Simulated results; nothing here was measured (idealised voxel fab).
Process module name: voxel capacitor over wiring
The cross-section on display is named cut; it measures 160 nm wide, and its cells are 5 nm squares.
The cross-sections in this document take the form of a grid made of square cells. They are written out as bands, in order from top to bottom. Each band consists of one or more rows of cells. This entry defines a band. It first specifies the height of the band's top and the height of its bottom in nm, and then specifies the band's materials from left to right, stating each material with its width in nm. The word "full width" identifies a single material that fills the band from edge to edge, while the word "empty" identifies empty space. Height datum 0, below which the as-received substrate wafer is one material. Lowest band open at the bottom, running downward: "0 -> down". Read "30 to 40" as a graded width: first number on top, second number at the bottom, same change between each pair of neighbouring rows. It should be understood that the words "nothing changed", when stated for a given step, signify that the cross-section underwent no change in any of its cells during that step. Enclosed voids (no open way to top), threshold 8 cells or more, entry "Sealed void list", notation width x height at distance, distance from left edge, nm. Step line, after settings: the simulator's comment on this step. Each step line may optionally specify "overlay nm", which for a step with a mask gives the rightward distance between the mask's planned place and where it lay, a negative value indicating the leftward direction.
# Listed below are the process steps as planned
step 1: RECEIVE [material Si]
step 2: CONFORMAL_DEP [material SiO2] [thk nm 15]
step 3: CONFORMAL_DEP [material SiCN] [thk nm 5]
step 4: DIRECTIONAL_DEP [material SiO2] [thk nm 20]
step 5: DIRECTIONAL_DEP [material aC] [thk nm 15]
step 6: PATTERN [tone open] [mask id METAL_1] [material resist] [width nm 20] [pitch nm 70] [thk nm 35] [overlay nm 0]
step 7: DIRECTIONAL_ETCH [etch materials aC] [depth nm 15]
step 8: STRIP [etch materials resist]
step 9: DIRECTIONAL_ETCH [etch materials SiO2] [depth nm 20]
step 10: DIRECTIONAL_ETCH [etch materials SiCN] [depth nm 5]
step 11: STRIP [etch materials aC]
step 12: CONFORMAL_DEP [material TiN] [thk nm 5]
step 13: FILL_DEP [material Cu] [thk nm 5]
step 14: CMP [height nm 40]
step 15: EPI [material Ru] [thk nm 5]
step 16: FILL_DEP [material SiCN] [thk nm 5]
step 17: DIRECTIONAL_DEP [material lowk] [thk nm 10]
step 18: PATTERN [tone open] [mask id PLUG_1] [material resist] [width nm 15] [thk nm 20] [overlay nm 0]
step 19: DIRECTIONAL_ETCH [etch materials lowk] [depth nm 10]
step 20: DIRECTIONAL_ETCH [etch materials SiCN] [depth nm 5]
step 21: STRIP [etch materials resist]
step 22: CONFORMAL_DEP [material TiN] [thk nm 5]
step 23: FILL_DEP [material W] [thk nm 5]
step 24: CMP [height nm 60]
step 25: DIRECTIONAL_DEP [material TiN] [thk nm 5]
step 26: DIRECTIONAL_DEP [material SiN] [thk nm 5]
step 27: DIRECTIONAL_DEP [material TiN] [thk nm 10]
step 28: DIRECTIONAL_DEP [material aC] [thk nm 15]
step 29: PATTERN [tone cover] [mask id UPPER_PLATE] [material resist] [width nm 55] [thk nm 35] [overlay nm 0]
step 30: DIRECTIONAL_ETCH [etch materials aC] [depth nm 15]
step 31: STRIP [etch materials resist]
step 32: DIRECTIONAL_ETCH [etch materials TiN] [depth nm 10]
step 33: DIRECTIONAL_ETCH [etch materials SiN] [depth nm 5]
step 34: STRIP [etch materials aC]
step 35: PATTERN [tone cover] [mask id LOWER_PLATE] [material resist] [width nm 65] [thk nm 20] [overlay nm 0]
step 36: DIRECTIONAL_ETCH [etch materials TiN] [depth nm 5]
step 37: STRIP [etch materials resist]
step 38: FILL_DEP [material SiO2] [thk nm 15]
step 39: CMP [height nm 90]
step 40: MASKED_ETCH [tone open] [mask id PLUG_2] [width nm 15] [etch materials SiO2] [depth nm 10] [overlay nm 0]
step 41: CONFORMAL_DEP [material TiN] [thk nm 5]
step 42: FILL_DEP [material Cu] [thk nm 10]
step 43: CMP [height nm 90]
step 44: CONFORMAL_DEP [material SiN] [thk nm 5]
# Cross-section of the wafer upon arrival, representing the state reached after step 1
	0 -> down | Si full width
	Sealed void list: none
# Starting structure and process plan are as shown above, but one mistake was made in running the module; the wafer cross-section at the end of the module follows
	95 -> 90 | SiN full width
	90 -> 85 | 50 nm SiO2 | 5 nm TiN | 5 nm Cu | 5 nm TiN | 95 nm SiO2
	85 -> 80 | 50 nm SiO2 | 15 nm TiN | 95 nm SiO2
	80 -> 70 | 40 nm SiO2 | 55 nm TiN | 65 nm SiO2
	70 -> 65 | 40 nm SiO2 | 55 nm SiN | 65 nm SiO2
	65 -> 60 | 35 nm SiO2 | 65 nm TiN | 60 nm SiO2
	60 -> 50 | 40 nm lowk | 5 nm TiN | 5 nm W | 5 nm TiN | 105 nm lowk
	50 -> 45 | 40 nm SiCN | 15 nm TiN | 105 nm SiCN
	45 -> 40 | 30 nm SiCN | 30 nm Ru | 40 nm SiCN | 30 nm Ru | 30 nm SiCN
	40 -> 35 | 35 nm SiO2 | 5 nm TiN | 10 nm Cu | 5 nm TiN | 50 nm SiO2 | 5 nm TiN | 10 nm Cu | 5 nm TiN | 35 nm SiO2
	35 -> 30 | 35 nm SiCN | 20 nm TiN | 50 nm SiCN | 20 nm TiN | 35 nm SiCN
	30 -> 0 | SiO2 full width
	0 -> down | Si full width
	Sealed void list: none
Want to know what went wrong? step 2 of the plan saw execution twice
